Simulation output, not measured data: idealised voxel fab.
Name of the process module below: voxel self aligned contacts
For reference, the cross-section in this document is cut, with width 210 nm and square cells of 5 nm.
Think of the cross-section as a grid of square cells. We describe it in bands, top to bottom, and each band covers one or more rows of those cells.
What a band's entry tells you: where the top is and where the bottom is, as heights in nm, and after that what lies inside, material by material from left to right, each with its width in nm. Empty space is written as the word "air", and a single material marked with the word "all across" occupies the band from edge to edge.
Height is counted from the level 0, under which the received wafer is composed throughout of one material. The lowest of the bands is not closed at the bottom but continues downward, in the notation "0 down".
Quick explanation for "30..40": the width changes in equal steps down the rows of cells, from the first number in the band's top row to the second number in its bottom row.
No cell of the cross-section changed in a step that is given as "no modification".
"Sealed cavities": sealed empty spaces, 8 cells or more, no open way to top, listed width x height at distance, with distance from the left edge and width, height and distance in nm.
Heads up: the bit after the settings on a step's line is the simulator's remark on that step.
"overlay nm", when on a step's line for a step with a mask, measures how far to the right of its planned place the mask lay; a negative measure means to the left.
[Intended process steps]
1: RECEIVE: material Si
2: CONFORMAL_DEP: material SiO2, thk nm 5
3: DIRECTIONAL_DEP: material polySi, thk nm 20
4: DIRECTIONAL_DEP: material SiN, thk nm 25
5: PATTERN: tone cover, mask id GATE, material resist, width nm 25, pitch nm 65, thk nm 20, overlay nm 0
6: DIRECTIONAL_ETCH: etch materials SiN, depth nm 25
7: DIRECTIONAL_ETCH: etch materials polySi, depth nm 20
8: STRIP: etch materials resist
9: CONFORMAL_DEP: material SiN, thk nm 10
10: DIRECTIONAL_ETCH: etch materials SiN, depth nm 10
11: FILL_DEP: material SiO2, thk nm 15
12: CMP: height nm 60
13: PATTERN: tone open, mask id CONTACT, material resist, width nm 50, thk nm 20, overlay nm 0
14: DIRECTIONAL_ETCH: etch materials SiO2, depth nm 60
15: STRIP: etch materials resist
16: CONFORMAL_DEP: material TiN, thk nm 5
17: FILL_DEP: material W, thk nm 10
18: CMP: height nm 60
19: CONFORMAL_DEP: material SiCN, thk nm 5
[Incoming wafer in cross-section (state: after step 1)]
  0 down  Si all across
  Sealed cavities: none
[Post-module cross-section: identical start and plan to those above, one misstep in execution]
  80 to 75  SiCN all across
  75 to 65  W all across
  65 to 60  TiN 85 / W 40 / TiN 85
  60 to 50  SiO2 80 / TiN 5..20 / W 40..10 / TiN 5..20 / SiO2 80
  50 to 25  SiO2 50 / SiN 45 / TiN 5 / W 10 / TiN 5 / SiN 45 / SiO2 50
  25 to 5  SiO2 50 / SiN 10 / polySi 25 / SiN 10 / TiN 5 / W 10 / TiN 5 / SiN 10 / polySi 25 / SiN 10 / SiO2 50
  5 to 0  SiO2 95 / TiN 20 / SiO2 95
  0 down  Si all across
  Sealed cavities: none
Misprocessing identified: step 18 of the plan was omitted and not executed
